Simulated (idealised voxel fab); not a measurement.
process module | voxel ribs on slabs
cross-section cut | 165 nm wide | cells 5 nm
A cross-section is a grid of square cells, given in bands from the top down. A band is one or more rows of cells.
Each band's line starts with the height of the band's top and of its bottom, in nm. Then come its materials from left to right, each with its width in nm. One material with "throughout" fills the band from edge to edge. "air" is empty space.
Height 0 is the level under which the wafer as received is all one material. The lowest band goes on downwards, as in "0 down".
A width such as "30 to 40" changes by the same amount from each row of cells to the next, from the band's top row to its bottom row.
"no change" after a step means that no cell of the cross-section changed.
closed voids: empty space of 8 cells or more with no open way to the top, each as width x height at its distance from the left edge, in nm
after a step's settings: what the simulator itself notes on the step
overlay nm, on a step with a mask: how far to the right of its planned place the mask lay; to the left if negative
plan
1 op RECEIVE | material Si
2 op DIRECTIONAL_DEP | material SiO2 | thk nm 20
3 op DIRECTIONAL_DEP | material SiN | thk nm 20
4 op PATTERN | tone cover | mask id RIB | material resist | width nm 30 | thk nm 15 | overlay nm 0
5 op DIRECTIONAL_ETCH | etch materials SiN | depth nm 5
6 op STRIP | etch materials resist
7 op PATTERN | tone cover | mask id SLAB | material resist | width nm 70 | thk nm 20 | overlay nm 0
8 op DIRECTIONAL_ETCH | etch materials SiN | depth nm 15
9 op STRIP | etch materials resist
10 op FILL_DEP | material SiO2 | thk nm 25
11 op CMP | height nm 60
12 op DIRECTIONAL_DEP | material W | thk nm 5
13 op PATTERN | tone cover | mask id HEATER | material resist | width nm 40 | thk nm 15 | overlay nm -15
14 op DIRECTIONAL_ETCH | etch materials W | depth nm 5
15 op STRIP | etch materials resist
16 op CONFORMAL_DEP | material SiN | thk nm 5
varied across the wafers: overlay nm of step 13. The plan shows the first wafer's value. All wafers start alike
first wafer as received, after step 1
  0 down: Si throughout
  closed voids: none
each wafer at the end: cells of each material gained (+) or lost (-) since it was received, then its closed voids
overlay nm -15 | +83 SiN | +348 SiO2 | +8 W | closed voids: none
overlay nm -10 | +83 SiN | +348 SiO2 | +8 W | closed voids: none
overlay nm -5 | +83 SiN | +348 SiO2 | +8 W | closed voids: none
overlay nm 0 | +83 SiN | +348 SiO2 | +8 W | closed voids: none
overlay nm 5 | +83 SiN | +348 SiO2 | +8 W | closed voids: none
overlay nm 10 | +83 SiN | +348 SiO2 | +8 W | closed voids: none
overlay nm 15 | +83 SiN | +348 SiO2 | +8 W | closed voids: none
